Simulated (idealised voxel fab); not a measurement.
process module | voxel wiring stack
cross-section cut | 185 nm wide | cells 5 nm
A cross-section is a grid of square cells, given in bands from the top down. A band is one or more rows of cells.
Each band's line starts with the height of the band's top and of its bottom, in nm. Then come its materials from left to right, each with its width in nm. One material with "throughout" fills the band from edge to edge. "air" is empty space.
Height 0 is the level under which the wafer as received is all one material. The lowest band goes on downwards, as in "0 down".
A width such as "30 to 40" changes by the same amount from each row of cells to the next, from the band's top row to its bottom row.
"no change" after a step means that no cell of the cross-section changed.
closed voids: empty space of 8 cells or more with no open way to the top, each as width x height at its distance from the left edge, in nm
after a step's settings: what the simulator itself notes on the step
overlay nm, on a step with a mask: how far to the right of its planned place the mask lay; to the left if negative
plan
1 op RECEIVE | material Si
2 op CONFORMAL_DEP | material SiO2 | thk nm 10
3 op CONFORMAL_DEP | material SiN | thk nm 5
4 op DIRECTIONAL_DEP | material SiO2 | thk nm 25
5 op MASKED_ETCH | tone open | mask id METAL_1 | width nm 20 | pitch nm 45 | etch materials SiO2 | depth nm 25 | overlay nm 0
6 op MASKED_ETCH | tone open | mask id METAL_1 | width nm 20 | pitch nm 45 | etch materials SiN | depth nm 5 | overlay nm 0
7 op CONFORMAL_DEP | material TiN | thk nm 5
8 op FILL_DEP | material Cu | thk nm 5
9 op CMP | height nm 40
10 op EPI | material Ru | thk nm 5
11 op FILL_DEP | material SiCN | thk nm 5
12 op DIRECTIONAL_DEP | material lowk | thk nm 30
13 op DIRECTIONAL_DEP | material aC | thk nm 10
14 op PATTERN | tone open | mask id METAL_2_HOLES | material resist | width nm 15 | pitch nm 45 | thk nm 30 | overlay nm 0
15 op DIRECTIONAL_ETCH | etch materials aC | depth nm 10
16 op STRIP | etch materials resist
17 op DIRECTIONAL_ETCH | etch materials lowk | depth nm 30
18 op STRIP | etch materials aC
19 op MASKED_ETCH | tone open | mask id METAL_2 | width nm 20 | pitch nm 45 | etch materials lowk | depth nm 20 | overlay nm 0
20 op MASKED_ETCH | tone open | mask id METAL_2 | width nm 20 | pitch nm 45 | etch materials SiCN | depth nm 5 | overlay nm 0
21 op CONFORMAL_DEP | material TiN | thk nm 5
22 op FILL_DEP | material Cu | thk nm 10
23 op CMP | height nm 80
24 op CONFORMAL_DEP | material SiN | thk nm 5
as received, after step 1
  0 down: Si throughout
  closed voids: none
first wafer at the end, as planned
  85 to 80: SiN throughout
  80 to 65: lowk 15 | TiN 5 | Cu 10 | TiN 5 | lowk 25 | TiN 5 | Cu 10 | TiN 5 | lowk 25 | TiN 5 | Cu 10 | TiN 5 | lowk 25 | TiN 5 | Cu 10 | TiN 5 | lowk 15
  65 to 60: lowk 15 | TiN 5 | Cu 5 | TiN 10 | lowk 25 | TiN 5 | Cu 5 | TiN 10 | lowk 25 | TiN 5 | Cu 5 | TiN 10 | lowk 25 | TiN 5 | Cu 5 | TiN 10 | lowk 15
  60 to 50: lowk 15 | TiN 5 | Cu 5 | TiN 5 | lowk 30 | TiN 5 | Cu 5 | TiN 5 | lowk 30 | TiN 5 | Cu 5 | TiN 5 | lowk 30 | TiN 5 | Cu 5 | TiN 5 | lowk 20
  50 to 45: SiCN 15 | TiN 15 | SiCN 30 | TiN 15 | SiCN 30 | TiN 15 | SiCN 30 | TiN 15 | SiCN 20
  45 to 40: SiCN 10 | Ru 30 | SiCN 15 | Ru 30 | SiCN 15 | Ru 30 | SiCN 15 | Ru 30 | SiCN 10
  40 to 15: SiO2 15 | TiN 5 | Cu 10 | TiN 5 | SiO2 25 | TiN 5 | Cu 10 | TiN 5 | SiO2 25 | TiN 5 | Cu 10 | TiN 5 | SiO2 25 | TiN 5 | Cu 10 | TiN 5 | SiO2 15
  15 to 10: SiN 15 | TiN 20 | SiN 25 | TiN 20 | SiN 25 | TiN 20 | SiN 25 | TiN 20 | SiN 15
  10 to 0: SiO2 throughout
  0 down: Si throughout
  closed voids: none
second wafer at the end: like start, like plan, one mistake
  85 to 80: SiN throughout
  80 to 50: Ru throughout
  50 to 45: SiCN throughout
  45 to 40: SiCN 10 | Ru 30 | SiCN 15 | Ru 30 | SiCN 15 | Ru 30 | SiCN 15 | Ru 30 | SiCN 10
  40 to 15: SiO2 15 | TiN 5 | Cu 10 | TiN 5 | SiO2 25 | TiN 5 | Cu 10 | TiN 5 | SiO2 25 | TiN 5 | Cu 10 | TiN 5 | SiO2 25 | TiN 5 | Cu 10 | TiN 5 | SiO2 15
  15 to 10: SiN 15 | TiN 20 | SiN 25 | TiN 20 | SiN 25 | TiN 20 | SiN 25 | TiN 20 | SiN 15
  10 to 0: SiO2 throughout
  0 down: Si throughout
  closed voids: none
what went wrong: step 12 ran as: op DIRECTIONAL_DEP | material Ru | thk nm 30
at the end the second wafer has, in cells: 36 fewer of Cu | 222 more of Ru | 12 more of SiCN | 64 fewer of TiN | 134 fewer of lowk
